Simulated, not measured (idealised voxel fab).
Title: Process Module voxel plated lines
In the cross-section labelled cut, the width is 295 nm and each square cell is 5 nm.
In what follows, cross-sections appear as grids of square cells, described through bands that run from the top down, where every band is one or more rows of cells.
Read a band's entry like this: the first values are the height of its top and the height of its bottom in nm, and what follows is the sequence of materials from left to right, each with its width in nm. Note that "blank" is empty space, and that a single material marked "everywhere" reaches across the band from edge to edge.
Counting heights begins at 0, where everything beneath is, in the wafer as received, one material. The lowest band has no bottom; it goes on downwards, as "0 nm and below" shows.
A width such as "30 to 40" changes by the same amount from each row of cells to the next, from the band's top row to its bottom row.
"no modification" -> step changed no cross-section cell.
"Sealed-off cavities": empty spaces of 8 cells or more with no open way to the top, each given as width x height at distance, distance from the left edge, all in nm.
after a step's settings: what the simulator itself notes on the step
Each step line may optionally specify "overlay nm", which for a step with a mask gives the rightward distance between the mask's planned place and where it lay, a negative value indicating the leftward direction.
[plan]
1: op RECEIVE | material Si
2: op CONFORMAL_DEP | material SiN | thk nm 5
3: op DIRECTIONAL_DEP | material TiN | thk nm 5
4: op PATTERN | tone open | mask id LINES | material resist | width nm 25 | pitch nm 40 | thk nm 40 | overlay nm 0
5: op EPI | material Ru | thk nm 10
6: op EPI | material Ru | thk nm 5
7: op EPI | material Ru | thk nm 5
8: op STRIP | etch materials resist
9: op DIRECTIONAL_ETCH | etch materials TiN | depth nm 5
10: op CONFORMAL_DEP | material SiN | thk nm 10
[Wafer at receipt (post step 1), cross-section]
  0 nm and below: Si everywhere
  Sealed-off cavities: none
[Final cross-section, module run with one mistake (start and plan as above)]
  15 nm to 0 nm: SiN everywhere
  0 nm and below: Si everywhere
  Sealed-off cavities: none
Misprocessing identified: the plan's step 3 was left out and never carried out
